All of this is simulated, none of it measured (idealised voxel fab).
Process module, titled voxel gate over fins
Xsec cut, 265 nm wide, square cell size 5 nm.
Cross-section = grid of square cells, listed top down in bands; band = one or more rows.
Look at the band entry: it leads with the top's height and the bottom's height in nm. Then it lists the materials left to right, with a width in nm for each. The word "everywhere" on a single material says that material fills the band edge to edge. The word "blank" is empty space.
Measure heights from 0. That's the level where, below it, the as-received wafer is all one material. The lowest band is bottomless and extends downward; write it as in "0 down".
When a width is written as two numbers, as in "30..40", the first number is the width in the top row of cells of the band and the second is the width in its bottom row, and the width changes by the same amount from each row to the next.
It should be understood that the words "nothing altered", when stated for a given step, signify that the cross-section underwent no change in any of its cells during that step.
Closed-off voids of 8+ cells (no open route to the top) go in "Trapped voids", written width x height at distance from the left edge, in nm.
Heads up: the bit after the settings on a step's line is the simulator's remark on that step.
The "overlay nm" setting may appear on a step's line; for a step that uses a mask, it gives how far to the right of its planned position the mask lay, and a negative value indicates the left.

Below is the list of planned process steps
1: RECEIVE with material Si
2: CONFORMAL_DEP with material SiN, thk nm 10
3: MASKED_ETCH with tone cover, mask id FINS, width nm 15, pitch nm 45, etch materials SiN, depth nm 10, overlay nm 0
4: MASKED_ETCH with tone cover, mask id FINS, width nm 15, pitch nm 45, etch materials Si, depth nm 40, overlay nm -15
5: FILL_DEP with material SiO2, thk nm 5
6: CMP with height nm 10
7: SELECTIVE_ETCH with etch materials SiO2, depth nm 25
8: STRIP with etch materials SiN
9: CONFORMAL_DEP with material HfO2, thk nm 5
10: CONFORMAL_DEP with material TiN, thk nm 5
11: FILL_DEP with material W, thk nm 15
12: CMP with height nm 20
13: CONFORMAL_DEP with material SiCN, thk nm 10
The wafers are alike at the start. At step 4, their overlay nm differs. The plan lists the first wafer's value.

As-received cross-section, first of several wafers, post step 1
- 0 down  Si everywhere
- Trapped voids: none

Here is the cross-section of the first of several wafers at the end of the module, after its last step, step 13
- 30 to 20  SiCN everywhere
- 20 to 10  W everywhere
- 10 to 5  W 55; TiN 140; W 70
- 5 to 0  W 55; TiN 5; HfO2 40; TiN 5; HfO2 40; TiN 5; HfO2 40; TiN 5; W 70
- 0 to -5  W 55; TiN 5; HfO2 5; Si 30; HfO2 5; TiN 5; HfO2 5; Si 30; HfO2 5; TiN 5; HfO2 5; Si 30; HfO2 5; TiN 5; W 70
- -5 to -10  TiN 60; HfO2 5; Si 30; HfO2 5; TiN 5; HfO2 5; Si 30; HfO2 5; TiN 5; HfO2 5; Si 30; HfO2 5; TiN 75
- -10 to -15  HfO2 65; Si 30; HfO2 15; Si 30; HfO2 15; Si 30; HfO2 80
- -15 to -40  SiO2 65; Si 30; SiO2 15; Si 30; SiO2 15; Si 30; SiO2 80
- -40 down  Si everywhere
- Trapped voids: none

The module's end: a cross-section of the last wafer
- 30 to 20  SiCN everywhere
- 20 to 10  W everywhere
- 10 to 5  W 70; TiN 140; W 55
- 5 to 0  W 70; TiN 5; HfO2 40; TiN 5; HfO2 40; TiN 5; HfO2 40; TiN 5; W 55
- 0 to -5  W 70; TiN 5; HfO2 5; Si 30; HfO2 5; TiN 5; HfO2 5; Si 30; HfO2 5; TiN 5; HfO2 5; Si 30; HfO2 5; TiN 5; W 55
- -5 to -10  TiN 75; HfO2 5; Si 30; HfO2 5; TiN 5; HfO2 5; Si 30; HfO2 5; TiN 5; HfO2 5; Si 30; HfO2 5; TiN 60
- -10 to -15  HfO2 80; Si 30; HfO2 15; Si 30; HfO2 15; Si 30; HfO2 65
- -15 to -40  SiO2 80; Si 30; SiO2 15; Si 30; SiO2 15; Si 30; SiO2 65
- -40 down  Si everywhere
- Trapped voids: none

The table below has one row for each wafer; a row shows, as of the end of the module, how many cells of each material the wafer has gained, marked (+), or lost, marked (-), since it was received, and then the wafer's closed voids
overlay nm -15, +71 HfO2, -280 Si, +106 SiCN, +175 SiO2, +65 TiN, +181 W, Trapped voids: none
overlay nm -10, +71 HfO2, -304 Si, +106 SiCN, +190 SiO2, +71 TiN, +184 W, Trapped voids: none
overlay nm -5, +71 HfO2, -328 Si, +106 SiCN, +205 SiO2, +71 TiN, +193 W, Trapped voids: none
overlay nm 0, +71 HfO2, -352 Si, +106 SiCN, +220 SiO2, +71 TiN, +202 W, Trapped voids: none
overlay nm 5, +71 HfO2, -328 Si, +106 SiCN, +205 SiO2, +71 TiN, +193 W, Trapped voids: none
overlay nm 10, +71 HfO2, -304 Si, +106 SiCN, +190 SiO2, +71 TiN, +184 W, Trapped voids: none
overlay nm 15, +71 HfO2, -280 Si, +106 SiCN, +175 SiO2, +65 TiN, +181 W, Trapped voids: none
